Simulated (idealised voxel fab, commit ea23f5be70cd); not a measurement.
process module | voxel wiring stack
cross-section cut | 230 nm wide | cells 5 nm
A cross-section is a grid of square cells, given in bands from the top down. A band is one or more rows of cells.
Each band's line starts with the height of the band's top and of its bottom, in nm. Then come its materials from left to right, each with its width in nm. One material with "throughout" fills the band from edge to edge. "air" is empty space.
Height 0 is the level under which the wafer as received is all one material. The lowest band goes on downwards, as in "0 down".
A width such as "30 to 40" changes by the same amount from each row of cells to the next, from the band's top row to its bottom row.
"no change" after a step means that no cell of the cross-section changed.
closed voids: empty space of 8 cells or more with no open way to the top, each as width x height at its distance from the left edge, in nm
after a step's settings: what the simulator itself notes on the step
overlay nm, on a step with a mask: how far to the right of its planned place the mask lay; to the left if negative
plan
1 op RECEIVE | material Si
2 op CONFORMAL_DEP | material SiO2 | thk nm 15
3 op CONFORMAL_DEP | material SiN | thk nm 5
4 op DIRECTIONAL_DEP | material lowk | thk nm 15
5 op PATTERN | tone open | mask id METAL_1 | material resist | width nm 20 | pitch nm 50 | thk nm 20 | overlay nm 0
6 op DIRECTIONAL_ETCH | etch materials lowk | depth nm 15
7 op DIRECTIONAL_ETCH | etch materials SiN | depth nm 5
8 op STRIP | etch materials resist
9 op CONFORMAL_DEP | material TiN | thk nm 5
10 op FILL_DEP | material W | thk nm 10
11 op CMP | height nm 35
12 op EPI | material Ru | thk nm 5
13 op FILL_DEP | material SiCN | thk nm 5
14 op DIRECTIONAL_DEP | material lowk | thk nm 30
15 op PATTERN | tone open | mask id METAL_2_HOLES | material resist | width nm 15 | pitch nm 50 | thk nm 20 | overlay nm 0
16 op DIRECTIONAL_ETCH | etch materials lowk | depth nm 30
17 op STRIP | etch materials resist
18 op DIRECTIONAL_DEP | material aC | thk nm 15
19 op PATTERN | tone open | mask id METAL_2 | material resist | width nm 20 | pitch nm 50 | thk nm 30 | overlay nm 0
20 op DIRECTIONAL_ETCH | etch materials aC | depth nm 15
21 op STRIP | etch materials resist
22 op DIRECTIONAL_ETCH | etch materials lowk | depth nm 20
23 op DIRECTIONAL_ETCH | etch materials SiCN | depth nm 5
24 op STRIP | etch materials aC
25 op CONFORMAL_DEP | material TiN | thk nm 5
26 op FILL_DEP | material Cu | thk nm 5
27 op CMP | height nm 75
28 op CONFORMAL_DEP | material SiCN | thk nm 5
29 op DIRECTIONAL_DEP | material lowk | thk nm 25
30 op MASKED_ETCH | tone open | mask id METAL_3_HOLES | width nm 15 | pitch nm 50 | etch materials lowk | depth nm 25 | overlay nm 0
31 op DIRECTIONAL_DEP | material aC | thk nm 10
32 op PATTERN | tone open | mask id METAL_3 | material resist | width nm 20 | pitch nm 50 | thk nm 30 | overlay nm 0
33 op DIRECTIONAL_ETCH | etch materials aC | depth nm 10
34 op STRIP | etch materials resist
35 op DIRECTIONAL_ETCH | etch materials lowk | depth nm 15
36 op DIRECTIONAL_ETCH | etch materials SiCN | depth nm 5
37 op STRIP | etch materials aC
38 op CONFORMAL_DEP | material TiN | thk nm 5
39 op FILL_DEP | material Ru | thk nm 5
40 op CMP | height nm 105
41 op CONFORMAL_DEP | material SiN | thk nm 5
as received, after step 1
  0 down: Si throughout
  closed voids: none
a wafer at the end: this start, this plan, one mistake
  110 to 105: SiN throughout
  105 to 95: Ru 40 | TiN 5 | lowk 5 | TiN 5 | Ru 35 | TiN 5 | lowk 5 | TiN 5 | Ru 35 | TiN 5 | lowk 5 | TiN 5 | Ru 35 | TiN 5 | lowk 5 | TiN 5 | Ru 25
  95 to 90: TiN 35 | Ru 5 | TiN 5 | lowk 5 | TiN 35 | Ru 5 | TiN 5 | lowk 5 | TiN 35 | Ru 5 | TiN 5 | lowk 5 | TiN 35 | Ru 5 | TiN 5 | lowk 5 | TiN 30
  90 to 85: lowk 30 | TiN 5 | Ru 5 | TiN 5 | lowk 35 | TiN 5 | Ru 5 | TiN 5 | lowk 35 | TiN 5 | Ru 5 | TiN 5 | lowk 35 | TiN 5 | Ru 5 | TiN 5 | lowk 35
  85 to 80: lowk 30 | TiN 15 | lowk 35 | TiN 15 | lowk 35 | TiN 15 | lowk 35 | TiN 15 | lowk 35
  80 to 75: SiCN throughout
  75 to 60: lowk 30 | TiN 5 | Cu 10 | TiN 5 | lowk 30 | TiN 5 | Cu 10 | TiN 5 | lowk 30 | TiN 5 | Cu 10 | TiN 5 | lowk 30 | TiN 5 | Cu 10 | TiN 5 | lowk 30
  60 to 55: lowk 30 | TiN 5 | Cu 5 | TiN 10 | lowk 30 | TiN 5 | Cu 5 | TiN 10 | lowk 30 | TiN 5 | Cu 5 | TiN 10 | lowk 30 | TiN 5 | Cu 5 | TiN 10 | lowk 30
  55 to 45: lowk 30 | TiN 5 | Cu 5 | TiN 5 | lowk 35 | TiN 5 | Cu 5 | TiN 5 | lowk 35 | TiN 5 | Cu 5 | TiN 5 | lowk 35 | TiN 5 | Cu 5 | TiN 5 | lowk 35
  45 to 40: SiCN 30 | TiN 15 | SiCN 35 | TiN 15 | SiCN 35 | TiN 15 | SiCN 35 | TiN 15 | SiCN 35
  40 to 35: SiCN 25 | Ru 30 | SiCN 20 | Ru 30 | SiCN 20 | Ru 30 | SiCN 20 | Ru 30 | SiCN 25
  35 to 20: lowk 30 | TiN 5 | W 10 | TiN 5 | lowk 30 | TiN 5 | W 10 | TiN 5 | lowk 30 | TiN 5 | W 10 | TiN 5 | lowk 30 | TiN 5 | W 10 | TiN 5 | lowk 30
  20 to 15: SiN 30 | TiN 20 | SiN 30 | TiN 20 | SiN 30 | TiN 20 | SiN 30 | TiN 20 | SiN 30
  15 to 0: SiO2 throughout
  0 down: Si throughout
  closed voids: none
what went wrong: step 32 ran as: op PATTERN | tone cover | mask id METAL_3 | material resist | width nm 20 | pitch nm 50 | thk nm 30 | overlay nm 0
